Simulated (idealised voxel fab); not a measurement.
process module | voxel transistor to metal
cross-section cut | 160 nm wide | cells 5 nm
A cross-section is a grid of square cells, given in bands from the top down. A band is one or more rows of cells.
Each band's line starts with the height of the band's top and of its bottom, in nm. Then come its materials from left to right, each with its width in nm. One material with "throughout" fills the band from edge to edge. "air" is empty space.
Height 0 is the level under which the wafer as received is all one material. The lowest band goes on downwards, as in "0 down".
A width such as "30 to 40" changes by the same amount from each row of cells to the next, from the band's top row to its bottom row.
"no change" after a step means that no cell of the cross-section changed.
closed voids: empty space of 8 cells or more with no open way to the top, each as width x height at its distance from the left edge, in nm
after a step's settings: what the simulator itself notes on the step
overlay nm, on a step with a mask: how far to the right of its planned place the mask lay; to the left if negative
plan
1 op RECEIVE | material Si
2 op CONFORMAL_DEP | material SiO2 | thk nm 5
3 op CONFORMAL_DEP | material SiN | thk nm 10
4 op PATTERN | tone cover | mask id ACTIVE | material resist | width nm 90 | thk nm 20 | overlay nm 0
5 op DIRECTIONAL_ETCH | etch materials SiN | depth nm 10
6 op DIRECTIONAL_ETCH | etch materials SiO2 | depth nm 5
7 op DIRECTIONAL_ETCH | etch materials Si | depth nm 30
8 op STRIP | etch materials resist
9 op OXIDIZE | depth nm 5
10 op FILL_DEP | material SiO2 | thk nm 15
11 op CMP | height nm 15
12 op SELECTIVE_ETCH | etch materials SiO2 | depth nm 5
13 op STRIP | etch materials SiN
14 op SELECTIVE_ETCH | etch materials SiO2 | depth nm 5
15 op OXIDIZE | depth nm 5
16 op DIRECTIONAL_DEP | material polySi | thk nm 25
17 op DIRECTIONAL_DEP | material SiCN | thk nm 15
18 op DIRECTIONAL_DEP | material aC | thk nm 15
19 op PATTERN | tone cover | mask id GATE | material resist | width nm 30 | thk nm 30 | overlay nm 0
20 op DIRECTIONAL_ETCH | etch materials aC | depth nm 15
21 op STRIP | etch materials resist
22 op DIRECTIONAL_ETCH | etch materials SiCN | depth nm 25
23 op DIRECTIONAL_ETCH | etch materials polySi | depth nm 35
24 op STRIP | etch materials aC
25 op CONFORMAL_DEP | material SiN | thk nm 5
26 op DIRECTIONAL_ETCH | etch materials SiN | depth nm 5
27 op DIRECTIONAL_ETCH | etch materials SiO2 | depth nm 5
28 op DIRECTIONAL_ETCH | etch materials Si | depth nm 15
29 op EPI | material pSi | thk nm 15
30 op FILL_DEP | material SiO2 | thk nm 10
31 op CMP | height nm 25
32 op STRIP | etch materials polySi
33 op SELECTIVE_ETCH | etch materials SiO2 | depth nm 5
34 op CONFORMAL_DEP | material HfO2 | thk nm 5
35 op CONFORMAL_DEP | material TiN | thk nm 5
36 op FILL_DEP | material W | thk nm 5
37 op CMP | height nm 20
38 op DIRECTIONAL_DEP | material SiO2 | thk nm 10
39 op MASKED_ETCH | tone open | mask id CONTACT | width nm 15 | pitch nm 75 | etch materials SiO2 | depth nm 35 | overlay nm 0
40 op CONFORMAL_DEP | material TiN | thk nm 5
41 op FILL_DEP | material Ru | thk nm 5
42 op CMP | height nm 30
43 op CONFORMAL_DEP | material SiN | thk nm 5
44 op DIRECTIONAL_DEP | material SiO2 | thk nm 25
45 op PATTERN | tone open | mask id METAL_1 | material resist | width nm 15 | pitch nm 75 | thk nm 20 | overlay nm 0
46 op DIRECTIONAL_ETCH | etch materials SiO2 | depth nm 25
47 op DIRECTIONAL_ETCH | etch materials SiN | depth nm 5
48 op STRIP | etch materials resist
49 op CONFORMAL_DEP | material TiN | thk nm 5
50 op FILL_DEP | material Cu | thk nm 10
51 op CMP | height nm 60
52 op EPI | material Ru | thk nm 5
53 op FILL_DEP | material SiCN | thk nm 5
varied across the wafers: width nm of step 4. The plan shows the first wafer's value. All wafers start alike
first wafer as received, after step 1
  0 down: Si throughout
  closed voids: none
first wafer at the end, after step 53
  70 to 65: SiCN throughout
  65 to 60: SiCN 30 | Ru 25 | SiCN 50 | Ru 25 | SiCN 30
  60 to 35: SiO2 35 | TiN 5 | Cu 5 | TiN 5 | SiO2 60 | TiN 5 | Cu 5 | TiN 5 | SiO2 35
  35 to 30: SiN 35 | TiN 15 | SiN 60 | TiN 15 | SiN 35
  30 to 20: SiO2 35 | TiN 5 | Ru 5 | TiN 5 | SiO2 60 | TiN 5 | Ru 5 | TiN 5 | SiO2 35
  20 to 15: SiO2 35 | TiN 5 | Ru 5 | TiN 5 | SiO2 10 | SiN 5 | HfO2 5 | TiN 5 | W 10 | TiN 5 | HfO2 5 | SiN 5 | SiO2 10 | TiN 5 | Ru 5 | TiN 5 | SiO2 35
  15 to 10: SiO2 35 | TiN 15 | SiO2 10 | SiN 5 | HfO2 5 | TiN 5 | W 10 | TiN 5 | HfO2 5 | SiN 5 | SiO2 10 | TiN 15 | SiO2 35
  10 to 5: SiO2 35 | TiN 10 | pSi 15 | SiN 5 | HfO2 5 | TiN 5 | W 10 | TiN 5 | HfO2 5 | SiN 5 | pSi 15 | TiN 10 | SiO2 35
  5 to 0: SiO2 30 | SiN 5 | TiN 10 | pSi 15 | SiN 5 | HfO2 5 | TiN 20 | HfO2 5 | SiN 5 | pSi 15 | TiN 10 | SiN 5 | SiO2 30
  0 to -5: SiO2 35 | TiN 10 | pSi 15 | HfO2 40 | pSi 15 | TiN 10 | SiO2 35
  -5 to -20: SiO2 40 | pSi 20 | Si 40 | pSi 20 | SiO2 40
  -20 to -35: SiO2 40 | Si 80 | SiO2 40
  -35 down: Si throughout
  closed voids: none
last wafer at the end
  70 to 65: SiCN throughout
  65 to 60: SiCN 30 | Ru 25 | SiCN 50 | Ru 25 | SiCN 30
  60 to 35: SiO2 35 | TiN 5 | Cu 5 | TiN 5 | SiO2 60 | TiN 5 | Cu 5 | TiN 5 | SiO2 35
  35 to 30: SiN 35 | TiN 15 | SiN 60 | TiN 15 | SiN 35
  30 to 20: SiO2 35 | TiN 5 | Ru 5 | TiN 5 | SiO2 60 | TiN 5 | Ru 5 | TiN 5 | SiO2 35
  20 to 15: SiO2 35 | TiN 5 | Ru 5 | TiN 5 | SiO2 10 | SiN 5 | HfO2 5 | TiN 5 | W 10 | TiN 5 | HfO2 5 | SiN 5 | SiO2 10 | TiN 5 | Ru 5 | TiN 5 | SiO2 35
  15 to 10: SiO2 35 | TiN 15 | SiO2 10 | SiN 5 | HfO2 5 | TiN 5 | W 10 | TiN 5 | HfO2 5 | SiN 5 | SiO2 10 | TiN 15 | SiO2 35
  10 to 5: SiO2 35 | TiN 10 | pSi 15 | SiN 5 | HfO2 5 | TiN 5 | W 10 | TiN 5 | HfO2 5 | SiN 5 | pSi 15 | TiN 10 | SiO2 35
  5 to 0: SiO2 20 | SiN 5 | SiO2 10 | TiN 10 | pSi 15 | SiN 5 | HfO2 5 | TiN 20 | HfO2 5 | SiN 5 | pSi 15 | TiN 10 | SiO2 15 | SiN 5 | SiO2 15
  0 to -5: SiO2 35 | TiN 10 | pSi 15 | HfO2 40 | pSi 15 | TiN 10 | SiO2 35
  -5 to -20: SiO2 30 | pSi 30 | Si 40 | pSi 35 | SiO2 25
  -20 to -35: SiO2 30 | Si 105 | SiO2 25
  -35 down: Si throughout
  closed voids: none
each wafer at the end: cells of each material gained (+) or lost (-) since it was received, then its closed voids
width nm 90 | +10 Cu | +16 HfO2 | +16 Ru | -152 Si | +54 SiCN | +36 SiN | +354 SiO2 | +66 TiN | +6 W | +42 pSi | closed voids: none
width nm 95 | +10 Cu | +16 HfO2 | +16 Ru | -149 Si | +54 SiCN | +36 SiN | +348 SiO2 | +66 TiN | +6 W | +45 pSi | closed voids: none
width nm 100 | +10 Cu | +16 HfO2 | +16 Ru | -146 Si | +54 SiCN | +36 SiN | +342 SiO2 | +66 TiN | +6 W | +48 pSi | closed voids: none
width nm 105 | +10 Cu | +16 HfO2 | +16 Ru | -143 Si | +54 SiCN | +36 SiN | +336 SiO2 | +66 TiN | +6 W | +51 pSi | closed voids: none
width nm 110 | +10 Cu | +16 HfO2 | +16 Ru | -140 Si | +54 SiCN | +36 SiN | +330 SiO2 | +66 TiN | +6 W | +54 pSi | closed voids: none
width nm 115 | +10 Cu | +16 HfO2 | +16 Ru | -137 Si | +54 SiCN | +36 SiN | +324 SiO2 | +66 TiN | +6 W | +57 pSi | closed voids: none
